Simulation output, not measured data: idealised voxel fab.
voxel self aligned contacts: a process module
FYI the section here is cut, 180 nm wide, cells are 5 nm squares.
A cross-section is written here as square cells arranged in a grid, and it is given in bands from the top down, each band taking up one or more rows of cells.
What a band's entry tells you: where the top is and where the bottom is, as heights in nm, and after that what lies inside, material by material from left to right, each with its width in nm. Empty space is written as the word "air", and a single material marked with the word "full width" occupies the band from edge to edge.
Heights are expressed relative to 0, this being the level below which the as-received wafer comprises one material exclusively. The lowest band is unbounded in the downward direction and is denoted as in "0 -> down".
With a width like "30 to 40", each row of cells in the band differs from the next by the same amount, the top row carrying the first number and the bottom row the second.
The designation "remained the same", where it is given for a processing step, indicates that no cell of the cross-section was altered in the course of that step.
Voids not open to the top, 8 cells minimum: see "Enclosed voids". Written width x height at distance; distance is from the left edge; nm.
Post-settings text on a step line: simulator's own remark regarding the step.
If you see "overlay nm" on a step's line and that step has a mask, it's telling you how far right of where it was planned the mask ended up; a negative number means it went left instead.
Structure of the following material. The material consists of pairs of cross-sections. Each pair comprises the cross-section before one process step and the cross-section after that step, the latter shown only down to the lowest band that changed. The step between the cross-sections is specified beneath each pair, including its settings. Pairs are not necessarily consecutive: they may derive from different runs of this module performed on the same starting wafer. Continuity with the pair above is to be assumed only where the entry headed "Pre-step section" of the pair in question states it.
## Pre-step section
0 -> down | Si full width
Enclosed voids: none
## Cross-Section After Step
0 -> -5 | SiO2 full width
All layers under -5 are left as they were.
Enclosed voids: none
Quick note on the step between the two cross-sections above: OXIDIZE with depth nm 5
Pre-step section: it's just the after picture from the pair right above this one.
## Cross-Section After Step
20 -> 0 | polySi full width
All layers under 0 are left as they were.
Enclosed voids: none
Quick note on the step between the two cross-sections above: DIRECTIONAL_DEP with material polySi, thk nm 20
Pre-step section: it's just the after picture from the pair right above this one.
## Cross-Section After Step
35 -> 20 | SiN full width
All layers under 20 are left as they were.
Enclosed voids: none
Quick note on the step between the two cross-sections above: DIRECTIONAL_DEP with material SiN, thk nm 15
Pre-step section: it's just the after picture from the pair right above this one.
## Cross-Section After Step
45 -> 35 | aC full width
All layers under 35 are left as they were.
Enclosed voids: none
Quick note on the step between the two cross-sections above: DIRECTIONAL_DEP with material aC, thk nm 10
Pre-step section: it's just the after picture from the pair right above this one.
## Cross-Section After Step
70 -> 45 | air: 50 / resist: 25 / air: 25 / resist: 25 / air: 55
All layers under 45 are left as they were.
Enclosed voids: none
Quick note on the step between the two cross-sections above: PATTERN with tone cover, mask id GATE, material resist, width nm 25, pitch nm 50, thk nm 25, overlay nm 0
Pre-step section: it's just the after picture from the pair right above this one.
## Cross-Section After Step
60 -> 45 | air: 50 / resist: 25 / air: 25 / resist: 25 / air: 55
45 -> 35 | air: 50 / aC: 25 / air: 25 / aC: 25 / air: 55
All layers under 35 are left as they were.
Enclosed voids: none
Quick note on the step between the two cross-sections above: DIRECTIONAL_ETCH with etch materials aC, depth nm 10
Pre-step section: it's just the after picture from the pair right above this one.
## Cross-Section After Step
45 -> 35 | air: 50 / aC: 25 / air: 25 / aC: 25 / air: 55
All layers under 35 are left as they were.
Enclosed voids: none
Quick note on the step between the two cross-sections above: STRIP with etch materials resist
Pre-step section: it's just the after picture from the pair right above this one.
## Cross-Section After Step
45 -> 35 | air: 50 / aC: 25 / air: 25 / aC: 25 / air: 55
35 -> 20 | air: 50 / SiN: 25 / air: 25 / SiN: 25 / air: 55
All layers under 20 are left as they were.
Enclosed voids: none
Quick note on the step between the two cross-sections above: DIRECTIONAL_ETCH with etch materials SiN, depth nm 15
Pre-step section: it's just the after picture from the pair right above this one.
## Cross-Section After Step
45 -> 35 | air: 50 / aC: 25 / air: 25 / aC: 25 / air: 55
35 -> 20 | air: 50 / SiN: 25 / air: 25 / SiN: 25 / air: 55
20 -> 0 | air: 50 / polySi: 25 / air: 25 / polySi: 25 / air: 55
All layers under 0 are left as they were.
Enclosed voids: none
Quick note on the step between the two cross-sections above: DIRECTIONAL_ETCH with etch materials polySi, depth nm 20
Pre-step section: it's just the after picture from the pair right above this one.
## Cross-Section After Step
35 -> 20 | air: 50 / SiN: 25 / air: 25 / SiN: 25 / air: 55
All layers under 20 are left as they were.
Enclosed voids: none
Quick note on the step between the two cross-sections above: STRIP with etch materials aC
Pre-step section: it's just the after picture from the pair right above this one.
## Cross-Section After Step
40 -> 20 | air: 45 / SiN: 35 / air: 15 / SiN: 35 / air: 50
20 -> 5 | air: 45 / SiN: 5 / polySi: 25 / SiN: 5 / air: 15 / SiN: 5 / polySi: 25 / SiN: 5 / air: 50
5 -> 0 | SiN: 50 / polySi: 25 / SiN: 25 / polySi: 25 / SiN: 55
All layers under 0 are left as they were.
Enclosed voids: none
Quick note on the step between the two cross-sections above: CONFORMAL_DEP with material SiN, thk nm 5
Pre-step section: it's just the after picture from the pair right above this one.
## Cross-Section After Step
35 -> 20 | air: 45 / SiN: 35 / air: 15 / SiN: 35 / air: 50
20 -> 0 | air: 45 / SiN: 5 / polySi: 25 / SiN: 5 / air: 15 / SiN: 5 / polySi: 25 / SiN: 5 / air: 50
All layers under 0 are left as they were.
Enclosed voids: none
Quick note on the step between the two cross-sections above: DIRECTIONAL_ETCH with etch materials SiN, depth nm 5
Pre-step section: it's just the after picture from the pair right above this one.
## Cross-Section After Step
45 -> 35 | SiO2 full width
35 -> 20 | SiO2: 45 / SiN: 35 / SiO2: 15 / SiN: 35 / SiO2: 50
20 -> 0 | SiO2: 45 / SiN: 5 / polySi: 25 / SiN: 5 / SiO2: 15 / SiN: 5 / polySi: 25 / SiN: 5 / SiO2: 50
All layers under 0 are left as they were.
Enclosed voids: none
Quick note on the step between the two cross-sections above: FILL_DEP with material SiO2, thk nm 10
Pre-step section: it's just the after picture from the pair right above this one.
## Cross-Section After Step
40 -> 35 | SiO2 full width
All layers under 35 are left as they were.
Enclosed voids: none
Quick note on the step between the two cross-sections above: CMP with height nm 40
Pre-step section: it's just the after picture from the pair right above this one.
## Cross-Section After Step
55 -> 40 | resist: 70 / air: 35 / resist: 75
All layers under 40 are left as they were.
Enclosed voids: none
Quick note on the step between the two cross-sections above: PATTERN with tone open, mask id CONTACT, material resist, width nm 35, thk nm 15, overlay nm 0
Pre-step section: it's just the after picture from the pair right above this one.
## Cross-Section After Step
55 -> 40 | resist: 70 / air: 35 / resist: 75
40 -> 35 | SiO2: 70 / air: 35 / SiO2: 75
35 -> 20 | SiO2: 45 / SiN: 35 / air: 15 / SiN: 35 / SiO2: 50
20 -> 0 | SiO2: 45 / SiN: 5 / polySi: 25 / SiN: 5 / air: 15 / SiN: 5 / polySi: 25 / SiN: 5 / SiO2: 50
0 -> -5 | SiO2: 80 / air: 15 / SiO2: 85
All layers under -5 are left as they were.
Enclosed voids: none
Quick note on the step between the two cross-sections above: DIRECTIONAL_ETCH with etch materials SiO2, depth nm 45
Pre-step section: it's just the after picture from the pair right above this one.
## Cross-Section After Step
40 -> 35 | SiO2: 70 / air: 35 / SiO2: 75
All layers under 35 are left as they were.
Enclosed voids: none
Quick note on the step between the two cross-sections above: STRIP with etch materials resist
Pre-step section: it's just the after picture from the pair right above this one.
## Cross-Section After Step
45 -> 40 | TiN: 75 / air: 25 / TiN: 80
40 -> 35 | SiO2: 70 / TiN: 15 / air: 5 / TiN: 15 / SiO2: 75
35 -> 20 | SiO2: 45 / SiN: 35 / TiN: 5 / air: 5 / TiN: 5 / SiN: 35 / SiO2: 50
20 -> 0 | SiO2: 45 / SiN: 5 / polySi: 25 / SiN: 5 / TiN: 5 / air: 5 / TiN: 5 / SiN: 5 / polySi: 25 / SiN: 5 / SiO2: 50
0 -> -5 | SiO2: 80 / TiN: 15 / SiO2: 85
All layers under -5 are left as they were.
Enclosed voids: none
Quick note on the step between the two cross-sections above: CONFORMAL_DEP with material TiN, thk nm 5
Pre-step section: it's just the after picture from the pair right above this one.
## Cross-Section After Step
55 -> 45 | Ru full width
45 -> 40 | TiN: 75 / Ru: 25 / TiN: 80
40 -> 35 | SiO2: 70 / TiN: 15 / Ru: 5 / TiN: 15 / SiO2: 75
35 -> 20 | SiO2: 45 / SiN: 35 / TiN: 5 / Ru: 5 / TiN: 5 / SiN: 35 / SiO2: 50
20 -> 0 | SiO2: 45 / SiN: 5 / polySi: 25 / SiN: 5 / TiN: 5 / Ru: 5 / TiN: 5 / SiN: 5 / polySi: 25 / SiN: 5 / SiO2: 50
All layers under 0 are left as they were.
Enclosed voids: none
Quick note on the step between the two cross-sections above: FILL_DEP with material Ru, thk nm 10
Pre-step section: it's just the after picture from the pair right above this one.
## Cross-Section After Step
40 -> 35 | SiO2: 70 / TiN: 15 / Ru: 5 / TiN: 15 / SiO2: 75
All layers under 35 are left as they were.
Enclosed voids: none
Quick note on the step between the two cross-sections above: CMP with height nm 40
Pre-step section: it's just the after picture from the pair right above this one.
## Cross-Section After Step
45 -> 40 | SiN full width
All layers under 40 are left as they were.
Enclosed voids: none
Quick note on the step between the two cross-sections above: CONFORMAL_DEP with material SiN, thk nm 5
## Pre-step section
0 -> down | Si full width
Enclosed voids: none
## Cross-Section After Step
20 -> 0 | polySi full width
All layers under 0 are left as they were.
Enclosed voids: none
Quick note on the step between the two cross-sections above: DIRECTIONAL_DEP with material polySi, thk nm 20
Pre-step section: it's just the after picture from the pair right above this one.
## Cross-Section After Step
35 -> 20 | SiN full width
All layers under 20 are left as they were.
Enclosed voids: none
Quick note on the step between the two cross-sections above: DIRECTIONAL_DEP with material SiN, thk nm 15
Pre-step section: it's just the after picture from the pair right above this one.
## Cross-Section After Step
45 -> 35 | aC full width
All layers under 35 are left as they were.
Enclosed voids: none
Quick note on the step between the two cross-sections above: DIRECTIONAL_DEP with material aC, thk nm 10
Pre-step section: it's just the after picture from the pair right above this one.
## Cross-Section After Step
70 -> 45 | air: 50 / resist: 25 / air: 25 / resist: 25 / air: 55
All layers under 45 are left as they were.
Enclosed voids: none
Quick note on the step between the two cross-sections above: PATTERN with tone cover, mask id GATE, material resist, width nm 25, pitch nm 50, thk nm 25, overlay nm 0
Pre-step section: it's just the after picture from the pair right above this one.
## Cross-Section After Step
60 -> 45 | air: 50 / resist: 25 / air: 25 / resist: 25 / air: 55
45 -> 35 | air: 50 / aC: 25 / air: 25 / aC: 25 / air: 55
All layers under 35 are left as they were.
Enclosed voids: none
Quick note on the step between the two cross-sections above: DIRECTIONAL_ETCH with etch materials aC, depth nm 10
Pre-step section: it's just the after picture from the pair right above this one.
## Cross-Section After Step
45 -> 35 | air: 50 / aC: 25 / air: 25 / aC: 25 / air: 55
All layers under 35 are left as they were.
Enclosed voids: none
Quick note on the step between the two cross-sections above: STRIP with etch materials resist
Pre-step section: it's just the after picture from the pair right above this one.
## Cross-Section After Step
45 -> 35 | air: 50 / aC: 25 / air: 25 / aC: 25 / air: 55
35 -> 20 | air: 50 / SiN: 25 / air: 25 / SiN: 25 / air: 55
All layers under 20 are left as they were.
Enclosed voids: none
Quick note on the step between the two cross-sections above: DIRECTIONAL_ETCH with etch materials SiN, depth nm 15
Pre-step section: it's just the after picture from the pair right above this one.
## Cross-Section After Step
45 -> 35 | air: 50 / aC: 25 / air: 25 / aC: 25 / air: 55
35 -> 20 | air: 50 / SiN: 25 / air: 25 / SiN: 25 / air: 55
20 -> 0 | air: 50 / polySi: 25 / air: 25 / polySi: 25 / air: 55
All layers under 0 are left as they were.
Enclosed voids: none
Quick note on the step between the two cross-sections above: DIRECTIONAL_ETCH with etch materials polySi, depth nm 20
Pre-step section: it's just the after picture from the pair right above this one.
## Cross-Section After Step
35 -> 20 | air: 50 / SiN: 25 / air: 25 / SiN: 25 / air: 55
All layers under 20 are left as they were.
Enclosed voids: none
Quick note on the step between the two cross-sections above: STRIP with etch materials aC
Pre-step section: it's just the after picture from the pair right above this one.
## Cross-Section After Step
40 -> 20 | air: 45 / SiN: 35 / air: 15 / SiN: 35 / air: 50
20 -> 5 | air: 45 / SiN: 5 / polySi: 25 / SiN: 5 / air: 15 / SiN: 5 / polySi: 25 / SiN: 5 / air: 50
5 -> 0 | SiN: 50 / polySi: 25 / SiN: 25 / polySi: 25 / SiN: 55
All layers under 0 are left as they were.
Enclosed voids: none
Quick note on the step between the two cross-sections above: CONFORMAL_DEP with material SiN, thk nm 5
Pre-step section: it's just the after picture from the pair right above this one.
## Cross-Section After Step
35 -> 20 | air: 45 / SiN: 35 / air: 15 / SiN: 35 / air: 50
20 -> 0 | air: 45 / SiN: 5 / polySi: 25 / SiN: 5 / air: 15 / SiN: 5 / polySi: 25 / SiN: 5 / air: 50
All layers under 0 are left as they were.
Enclosed voids: none
Quick note on the step between the two cross-sections above: DIRECTIONAL_ETCH with etch materials SiN, depth nm 5
Pre-step section: it's just the after picture from the pair right above this one.
## Cross-Section After Step
45 -> 35 | SiO2 full width
35 -> 20 | SiO2: 45 / SiN: 35 / SiO2: 15 / SiN: 35 / SiO2: 50
20 -> 0 | SiO2: 45 / SiN: 5 / polySi: 25 / SiN: 5 / SiO2: 15 / SiN: 5 / polySi: 25 / SiN: 5 / SiO2: 50
All layers under 0 are left as they were.
Enclosed voids: none
Quick note on the step between the two cross-sections above: FILL_DEP with material SiO2, thk nm 10
Pre-step section: it's just the after picture from the pair right above this one.
## Cross-Section After Step
40 -> 35 | SiO2 full width
All layers under 35 are left as they were.
Enclosed voids: none
Quick note on the step between the two cross-sections above: CMP with height nm 40
Pre-step section: it's just the after picture from the pair right above this one.
## Cross-Section After Step
55 -> 40 | resist: 70 / air: 35 / resist: 75
All layers under 40 are left as they were.
Enclosed voids: none
Quick note on the step between the two cross-sections above: PATTERN with tone open, mask id CONTACT, material resist, width nm 35, thk nm 15, overlay nm 0
Pre-step section: it's just the after picture from the pair right above this one.
## Cross-Section After Step
55 -> 40 | resist: 70 / air: 35 / resist: 75
40 -> 35 | SiO2: 70 / air: 35 / SiO2: 75
35 -> 20 | SiO2: 45 / SiN: 35 / air: 15 / SiN: 35 / SiO2: 50
20 -> 0 | SiO2: 45 / SiN: 5 / polySi: 25 / SiN: 5 / air: 15 / SiN: 5 / polySi: 25 / SiN: 5 / SiO2: 50
All layers under 0 are left as they were.
Enclosed voids: none
Quick note on the step between the two cross-sections above: DIRECTIONAL_ETCH with etch materials SiO2, depth nm 45
Pre-step section: it's just the after picture from the pair right above this one.
## Cross-Section After Step
40 -> 35 | SiO2: 70 / air: 35 / SiO2: 75
All layers under 35 are left as they were.
Enclosed voids: none
Quick note on the step between the two cross-sections above: STRIP with etch materials resist
Pre-step section: it's just the after picture from the pair right above this one.
## Cross-Section After Step
45 -> 40 | TiN: 75 / air: 25 / TiN: 80
40 -> 35 | SiO2: 70 / TiN: 15 / air: 5 / TiN: 15 / SiO2: 75
35 -> 20 | SiO2: 45 / SiN: 35 / TiN: 5 / air: 5 / TiN: 5 / SiN: 35 / SiO2: 50
20 -> 5 | SiO2: 45 / SiN: 5 / polySi: 25 / SiN: 5 / TiN: 5 / air: 5 / TiN: 5 / SiN: 5 / polySi: 25 / SiN: 5 / SiO2: 50
5 -> 0 | SiO2: 45 / SiN: 5 / polySi: 25 / SiN: 5 / TiN: 15 / SiN: 5 / polySi: 25 / SiN: 5 / SiO2: 50
All layers under 0 are left as they were.
Enclosed voids: none
Quick note on the step between the two cross-sections above: CONFORMAL_DEP with material TiN, thk nm 5
Pre-step section: it's just the after picture from the pair right above this one.
## Cross-Section After Step
55 -> 45 | Ru full width
45 -> 40 | TiN: 75 / Ru: 25 / TiN: 80
40 -> 35 | SiO2: 70 / TiN: 15 / Ru: 5 / TiN: 15 / SiO2: 75
35 -> 20 | SiO2: 45 / SiN: 35 / TiN: 5 / Ru: 5 / TiN: 5 / SiN: 35 / SiO2: 50
20 -> 5 | SiO2: 45 / SiN: 5 / polySi: 25 / SiN: 5 / TiN: 5 / Ru: 5 / TiN: 5 / SiN: 5 / polySi: 25 / SiN: 5 / SiO2: 50
All layers under 5 are left as they were.
Enclosed voids: none
Quick note on the step between the two cross-sections above: FILL_DEP with material Ru, thk nm 10
Pre-step section: it's just the after picture from the pair right above this one.
## Cross-Section After Step
40 -> 35 | SiO2: 70 / TiN: 15 / Ru: 5 / TiN: 15 / SiO2: 75
All layers under 35 are left as they were.
Enclosed voids: none
Quick note on the step between the two cross-sections above: CMP with height nm 40
Pre-step section: it's just the after picture from the pair right above this one.
## Cross-Section After Step
45 -> 40 | SiN full width
All layers under 40 are left as they were.
Enclosed voids: none
Quick note on the step between the two cross-sections above: CONFORMAL_DEP with material SiN, thk nm 5
## Pre-step section
35 -> 20 | SiN full width
20 -> 0 | polySi full width
0 -> -5 | SiO2 full width
-5 -> down | Si full width
Enclosed voids: none
## Cross-Section After Step
50 -> 20 | SiN full width
All layers under 20 are left as they were.
Enclosed voids: none
Quick note on the step between the two cross-sections above: DIRECTIONAL_DEP with material SiN, thk nm 15
Pre-step section: it's just the after picture from the pair right above this one.
## Cross-Section After Step
60 -> 50 | aC full width
All layers under 50 are left as they were.
Enclosed voids: none
Quick note on the step between the two cross-sections above: DIRECTIONAL_DEP with material aC, thk nm 10
Pre-step section: it's just the after picture from the pair right above this one.
## Cross-Section After Step
85 -> 60 | air: 50 / resist: 25 / air: 25 / resist: 25 / air: 55
All layers under 60 are left as they were.
Enclosed voids: none
Quick note on the step between the two cross-sections above: PATTERN with tone cover, mask id GATE, material resist, width nm 25, pitch nm 50, thk nm 25, overlay nm 0
Pre-step section: it's just the after picture from the pair right above this one.
## Cross-Section After Step
75 -> 60 | air: 50 / resist: 25 / air: 25 / resist: 25 / air: 55
60 -> 50 | air: 50 / aC: 25 / air: 25 / aC: 25 / air: 55
All layers under 50 are left as they were.
Enclosed voids: none
Quick note on the step between the two cross-sections above: DIRECTIONAL_ETCH with etch materials aC, depth nm 10
Pre-step section: it's just the after picture from the pair right above this one.
## Cross-Section After Step
60 -> 50 | air: 50 / aC: 25 / air: 25 / aC: 25 / air: 55
All layers under 50 are left as they were.
Enclosed voids: none
Quick note on the step between the two cross-sections above: STRIP with etch materials resist
Pre-step section: it's just the after picture from the pair right above this one.
## Cross-Section After Step
60 -> 50 | air: 50 / aC: 25 / air: 25 / aC: 25 / air: 55
50 -> 35 | air: 50 / SiN: 25 / air: 25 / SiN: 25 / air: 55
All layers under 35 are left as they were.
Enclosed voids: none
Quick note on the step between the two cross-sections above: DIRECTIONAL_ETCH with etch materials SiN, depth nm 15
Pre-step section: it's just the after picture from the pair right above this one.
## Cross-Section After Step
50 -> 35 | air: 50 / SiN: 25 / air: 25 / SiN: 25 / air: 55
All layers under 35 are left as they were.
Enclosed voids: none
Quick note on the step between the two cross-sections above: STRIP with etch materials aC
Pre-step section: it's just the after picture from the pair right above this one.
## Cross-Section After Step
55 -> 40 | air: 45 / SiN: 35 / air: 15 / SiN: 35 / air: 50
40 -> 20 | SiN full width
All layers under 20 are left as they were.
Enclosed voids: none
Quick note on the step between the two cross-sections above: CONFORMAL_DEP with material SiN, thk nm 5
Pre-step section: it's just the after picture from the pair right above this one.
## Cross-Section After Step
50 -> 35 | air: 45 / SiN: 35 / air: 15 / SiN: 35 / air: 50
All layers under 35 are left as they were.
Enclosed voids: none
Quick note on the step between the two cross-sections above: DIRECTIONAL_ETCH with etch materials SiN, depth nm 5
Pre-step section: it's just the after picture from the pair right above this one.
## Cross-Section After Step
60 -> 50 | SiO2 full width
50 -> 35 | SiO2: 45 / SiN: 35 / SiO2: 15 / SiN: 35 / SiO2: 50
All layers under 35 are left as they were.
Enclosed voids: none
Quick note on the step between the two cross-sections above: FILL_DEP with material SiO2, thk nm 10
Pre-step section: it's just the after picture from the pair right above this one.
## Cross-Section After Step
40 -> 35 | SiO2: 45 / SiN: 35 / SiO2: 15 / SiN: 35 / SiO2: 50
All layers under 35 are left as they were.
Enclosed voids: none
Quick note on the step between the two cross-sections above: CMP with height nm 40
Pre-step section: it's just the after picture from the pair right above this one.
## Cross-Section After Step
55 -> 40 | resist: 70 / air: 35 / resist: 75
All layers under 40 are left as they were.
Enclosed voids: none
Quick note on the step between the two cross-sections above: PATTERN with tone open, mask id CONTACT, material resist, width nm 35, thk nm 15, overlay nm 0
Pre-step section: it's just the after picture from the pair right above this one.
## Cross-Section After Step
55 -> 40 | resist: 70 / air: 35 / resist: 75
40 -> 35 | SiO2: 45 / SiN: 35 / air: 15 / SiN: 35 / SiO2: 50
All layers under 35 are left as they were.
Enclosed voids: none
Quick note on the step between the two cross-sections above: DIRECTIONAL_ETCH with etch materials SiO2, depth nm 45
Pre-step section: it's just the after picture from the pair right above this one.
## Cross-Section After Step
40 -> 35 | SiO2: 45 / SiN: 35 / air: 15 / SiN: 35 / SiO2: 50
All layers under 35 are left as they were.
Enclosed voids: none
Quick note on the step between the two cross-sections above: STRIP with etch materials resist
Pre-step section: it's just the after picture from the pair right above this one.
## Cross-Section After Step
45 -> 40 | TiN: 85 / air: 5 / TiN: 90
40 -> 35 | SiO2: 45 / SiN: 35 / TiN: 15 / SiN: 35 / SiO2: 50
All layers under 35 are left as they were.
Enclosed voids: none
Quick note on the step between the two cross-sections above: CONFORMAL_DEP with material TiN, thk nm 5
Pre-step section: it's just the after picture from the pair right above this one.
## Cross-Section After Step
55 -> 45 | Ru full width
45 -> 40 | TiN: 85 / Ru: 5 / TiN: 90
All layers under 40 are left as they were.
Enclosed voids: none
Quick note on the step between the two cross-sections above: FILL_DEP with material Ru, thk nm 10
Pre-step section: it's just the after picture from the pair right above this one.
## Cross-Section After Step
40 -> 35 | SiO2: 45 / SiN: 35 / TiN: 15 / SiN: 35 / SiO2: 50
All layers under 35 are left as they were.
Enclosed voids: none
Quick note on the step between the two cross-sections above: CMP with height nm 40
Pre-step section: it's just the after picture from the pair right above this one.
## Cross-Section After Step
45 -> 40 | SiN full width
All layers under 40 are left as they were.
Enclosed voids: none
Quick note on the step between the two cross-sections above: CONFORMAL_DEP with material SiN, thk nm 5
## Pre-step section
20 -> 0 | polySi full width
0 -> down | Si full width
Enclosed voids: none
## Cross-Section After Step
20 -> 15 | SiO2 full width
All layers under 15 are left as they were.
Enclosed voids: none
Quick note on the step between the two cross-sections above: OXIDIZE with depth nm 5
Pre-step section: it's just the after picture from the pair right above this one.
## Cross-Section After Step
35 -> 20 | SiN full width
All layers under 20 are left as they were.
Enclosed voids: none
Quick note on the step between the two cross-sections above: DIRECTIONAL_DEP with material SiN, thk nm 15
Pre-step section: it's just the after picture from the pair right above this one.
## Cross-Section After Step
45 -> 35 | aC full width
All layers under 35 are left as they were.
Enclosed voids: none
Quick note on the step between the two cross-sections above: DIRECTIONAL_DEP with material aC, thk nm 10
Pre-step section: it's just the after picture from the pair right above this one.
## Cross-Section After Step
70 -> 45 | air: 50 / resist: 25 / air: 25 / resist: 25 / air: 55
All layers under 45 are left as they were.
Enclosed voids: none
Quick note on the step between the two cross-sections above: PATTERN with tone cover, mask id GATE, material resist, width nm 25, pitch nm 50, thk nm 25, overlay nm 0
Pre-step section: it's just the after picture from the pair right above this one.
## Cross-Section After Step
60 -> 45 | air: 50 / resist: 25 / air: 25 / resist: 25 / air: 55
45 -> 35 | air: 50 / aC: 25 / air: 25 / aC: 25 / air: 55
All layers under 35 are left as they were.
Enclosed voids: none
Quick note on the step between the two cross-sections above: DIRECTIONAL_ETCH with etch materials aC, depth nm 10
Pre-step section: it's just the after picture from the pair right above this one.
## Cross-Section After Step
45 -> 35 | air: 50 / aC: 25 / air: 25 / aC: 25 / air: 55
All layers under 35 are left as they were.
Enclosed voids: none
Quick note on the step between the two cross-sections above: STRIP with etch materials resist
Pre-step section: it's just the after picture from the pair right above this one.
## Cross-Section After Step
45 -> 35 | air: 50 / aC: 25 / air: 25 / aC: 25 / air: 55
35 -> 20 | air: 50 / SiN: 25 / air: 25 / SiN: 25 / air: 55
All layers under 20 are left as they were.
Enclosed voids: none
Quick note on the step between the two cross-sections above: DIRECTIONAL_ETCH with etch materials SiN, depth nm 15
Pre-step section: it's just the after picture from the pair right above this one.
## Cross-Section After Step
35 -> 20 | air: 50 / SiN: 25 / air: 25 / SiN: 25 / air: 55
All layers under 20 are left as they were.
Enclosed voids: none
Quick note on the step between the two cross-sections above: STRIP with etch materials aC
Pre-step section: it's just the after picture from the pair right above this one.
## Cross-Section After Step
40 -> 25 | air: 45 / SiN: 35 / air: 15 / SiN: 35 / air: 50
25 -> 20 | SiN full width
All layers under 20 are left as they were.
Enclosed voids: none
Quick note on the step between the two cross-sections above: CONFORMAL_DEP with material SiN, thk nm 5
Pre-step section: it's just the after picture from the pair right above this one.
## Cross-Section After Step
35 -> 20 | air: 45 / SiN: 35 / air: 15 / SiN: 35 / air: 50
All layers under 20 are left as they were.
Enclosed voids: none
Quick note on the step between the two cross-sections above: DIRECTIONAL_ETCH with etch materials SiN, depth nm 5
Pre-step section: it's just the after picture from the pair right above this one.
## Cross-Section After Step
45 -> 35 | SiO2 full width
35 -> 20 | SiO2: 45 / SiN: 35 / SiO2: 15 / SiN: 35 / SiO2: 50
All layers under 20 are left as they were.
Enclosed voids: none
Quick note on the step between the two cross-sections above: FILL_DEP with material SiO2, thk nm 10
Pre-step section: it's just the after picture from the pair right above this one.
## Cross-Section After Step
40 -> 35 | SiO2 full width
All layers under 35 are left as they were.
Enclosed voids: none
Quick note on the step between the two cross-sections above: CMP with height nm 40
Pre-step section: it's just the after picture from the pair right above this one.
## Cross-Section After Step
55 -> 40 | resist: 70 / air: 35 / resist: 75
All layers under 40 are left as they were.
Enclosed voids: none
Quick note on the step between the two cross-sections above: PATTERN with tone open, mask id CONTACT, material resist, width nm 35, thk nm 15, overlay nm 0
Pre-step section: it's just the after picture from the pair right above this one.
## Cross-Section After Step
55 -> 40 | resist: 70 / air: 35 / resist: 75
40 -> 35 | SiO2: 70 / air: 35 / SiO2: 75
35 -> 20 | SiO2: 45 / SiN: 35 / air: 15 / SiN: 35 / SiO2: 50
20 -> 15 | SiO2: 80 / air: 15 / SiO2: 85
All layers under 15 are left as they were.
Enclosed voids: none
Quick note on the step between the two cross-sections above: DIRECTIONAL_ETCH with etch materials SiO2, depth nm 45
Pre-step section: it's just the after picture from the pair right above this one.
## Cross-Section After Step
40 -> 35 | SiO2: 70 / air: 35 / SiO2: 75
All layers under 35 are left as they were.
Enclosed voids: none
Quick note on the step between the two cross-sections above: STRIP with etch materials resist
Pre-step section: it's just the after picture from the pair right above this one.
## Cross-Section After Step
45 -> 40 | TiN: 75 / air: 25 / TiN: 80
40 -> 35 | SiO2: 70 / TiN: 15 / air: 5 / TiN: 15 / SiO2: 75
35 -> 20 | SiO2: 45 / SiN: 35 / TiN: 5 / air: 5 / TiN: 5 / SiN: 35 / SiO2: 50
20 -> 15 | SiO2: 80 / TiN: 15 / SiO2: 85
All layers under 15 are left as they were.
Enclosed voids: none
Quick note on the step between the two cross-sections above: CONFORMAL_DEP with material TiN, thk nm 5
Pre-step section: it's just the after picture from the pair right above this one.
## Cross-Section After Step
55 -> 45 | Ru full width
45 -> 40 | TiN: 75 / Ru: 25 / TiN: 80
40 -> 35 | SiO2: 70 / TiN: 15 / Ru: 5 / TiN: 15 / SiO2: 75
35 -> 20 | SiO2: 45 / SiN: 35 / TiN: 5 / Ru: 5 / TiN: 5 / SiN: 35 / SiO2: 50
All layers under 20 are left as they were.
Enclosed voids: none
Quick note on the step between the two cross-sections above: FILL_DEP with material Ru, thk nm 10
Pre-step section: it's just the after picture from the pair right above this one.
## Cross-Section After Step
40 -> 35 | SiO2: 70 / TiN: 15 / Ru: 5 / TiN: 15 / SiO2: 75
All layers under 35 are left as they were.
Enclosed voids: none
Quick note on the step between the two cross-sections above: CMP with height nm 40
Pre-step section: it's just the after picture from the pair right above this one.
## Cross-Section After Step
45 -> 40 | SiN full width
All layers under 40 are left as they were.
Enclosed voids: none
Quick note on the step between the two cross-sections above: CONFORMAL_DEP with material SiN, thk nm 5
## Pre-step section
45 -> 35 | air: 50 / aC: 25 / air: 25 / aC: 25 / air: 55
35 -> 20 | SiN full width
20 -> 0 | polySi full width
0 -> -5 | SiO2 full width
-5 -> down | Si full width
Enclosed voids: none
## Cross-Section After Step
45 -> 35 | air: 50 / aC: 25 / air: 25 / aC: 25 / air: 55
35 -> 30 | air: 50 / SiN: 25 / air: 25 / SiN: 25 / air: 55
All layers under 30 are left as they were.
Enclosed voids: none
Quick note on the step between the two cross-sections above: DIRECTIONAL_ETCH with etch materials SiN, depth nm 5
Pre-step section: it's just the after picture from the pair right above this one.
## Cross-Section After Step
35 -> 30 | air: 50 / SiN: 25 / air: 25 / SiN: 25 / air: 55
All layers under 30 are left as they were.
Enclosed voids: none
Quick note on the step between the two cross-sections above: STRIP with etch materials aC
Pre-step section: it's just the after picture from the pair right above this one.
## Cross-Section After Step
40 -> 35 | air: 45 / SiN: 35 / air: 15 / SiN: 35 / air: 50
35 -> 20 | SiN full width
All layers under 20 are left as they were.
Enclosed voids: none
Quick note on the step between the two cross-sections above: CONFORMAL_DEP with material SiN, thk nm 5
Pre-step section: it's just the after picture from the pair right above this one.
## Cross-Section After Step
35 -> 30 | air: 45 / SiN: 35 / air: 15 / SiN: 35 / air: 50
All layers under 30 are left as they were.
Enclosed voids: none
Quick note on the step between the two cross-sections above: DIRECTIONAL_ETCH with etch materials SiN, depth nm 5
Pre-step section: it's just the after picture from the pair right above this one.
## Cross-Section After Step
45 -> 35 | SiO2 full width
35 -> 30 | SiO2: 45 / SiN: 35 / SiO2: 15 / SiN: 35 / SiO2: 50
All layers under 30 are left as they were.
Enclosed voids: none
Quick note on the step between the two cross-sections above: FILL_DEP with material SiO2, thk nm 10
Pre-step section: it's just the after picture from the pair right above this one.
## Cross-Section After Step
40 -> 35 | SiO2 full width
All layers under 35 are left as they were.
Enclosed voids: none
Quick note on the step between the two cross-sections above: CMP with height nm 40
Pre-step section: it's just the after picture from the pair right above this one.
## Cross-Section After Step
55 -> 40 | resist: 70 / air: 35 / resist: 75
All layers under 40 are left as they were.
Enclosed voids: none
Quick note on the step between the two cross-sections above: PATTERN with tone open, mask id CONTACT, material resist, width nm 35, thk nm 15, overlay nm 0
